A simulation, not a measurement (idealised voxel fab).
Process module name: voxel double patterning
FYI the section here is cut, 200 nm wide, cells are 5 nm squares.
Cross-section = grid of square cells, listed top down in bands; band = one or more rows. For a band, the entry starts with two heights in nm, that of the top and then that of the bottom, and carries on with the band's materials in order from left to right, each alongside its width in nm; the word "everywhere" beside a single material means it fills the band edge to edge, and "empty" means empty space. All heights in this document are referenced to 0, defined as the level beneath which the wafer, as received, consists entirely of one material. The lowest band is not bounded below; it extends indefinitely downward and is written in the form "0 down". So if you see something like "30->40" for the width, read it as the top row of the band sitting at the first number and the bottom row at the second, with every row in between moving by the same amount as the last. Step marked "everything unchanged"? Then no cell in the cross-section changed in it. The entry titled "Enclosed internal voids" provides the empty spaces that have no open way to the top, restricted to those of 8 cells or more. Each is presented as width x height at distance, the distance being measured from the left edge, with all three in nm. If you see something after the settings on a step's line, that's the simulator's own remark about that step. The line of a step may include "overlay nm". On a step with a mask, this value is how far to the right of its planned place the mask lay. A negative value means the mask lay to the left.

HERE'S WHAT THE PLANNED PROCESS STEPS LOOK LIKE
step 1: RECEIVE with material Si
step 2: CONFORMAL_DEP with material SiO2, thk nm 10
step 3: DIRECTIONAL_DEP with material W, thk nm 10
step 4: DIRECTIONAL_DEP with material SiN, thk nm 5
step 5: MASKED_ETCH with tone open, mask id FIRST, width nm 15, pitch nm 50, etch materials SiN, depth nm 10, overlay nm 0
step 6: MASKED_ETCH with tone open, mask id SECOND, width nm 15, etch materials SiN, depth nm 10, overlay nm 0
step 7: DIRECTIONAL_ETCH with etch materials W, depth nm 10
step 8: STRIP with etch materials SiN
The thk nm used in step 4 is not the same on every wafer, whereas the starting condition is; the value printed in the plan is the first wafer's.

AS RECEIVED, I.E. AFTER STEP 1: CROSS-SECTION THROUGH THE FIRST OF SEVERAL WAFERS
* 0 down  Si everywhere
* Enclosed internal voids: none

THE TABLE BELOW HAS ONE ROW FOR EACH WAFER; A ROW SHOWS, AS OF THE END OF THE MODULE, HOW MANY CELLS OF EACH MATERIAL THE WAFER HAS GAINED, MARKED (+), OR LOST, MARKED (-), SINCE IT WAS RECEIVED, AND THEN THE WAFER'S CLOSED VOIDS
thk nm 5; +80 SiO2; +62 W; Enclosed internal voids: none
thk nm 10; +80 SiO2; +62 W; Enclosed internal voids: none
thk nm 15; +80 SiO2; +80 W; Enclosed internal voids: none
thk nm 20; +80 SiO2; +80 W; Enclosed internal voids: none
thk nm 25; +80 SiO2; +80 W; Enclosed internal voids: none
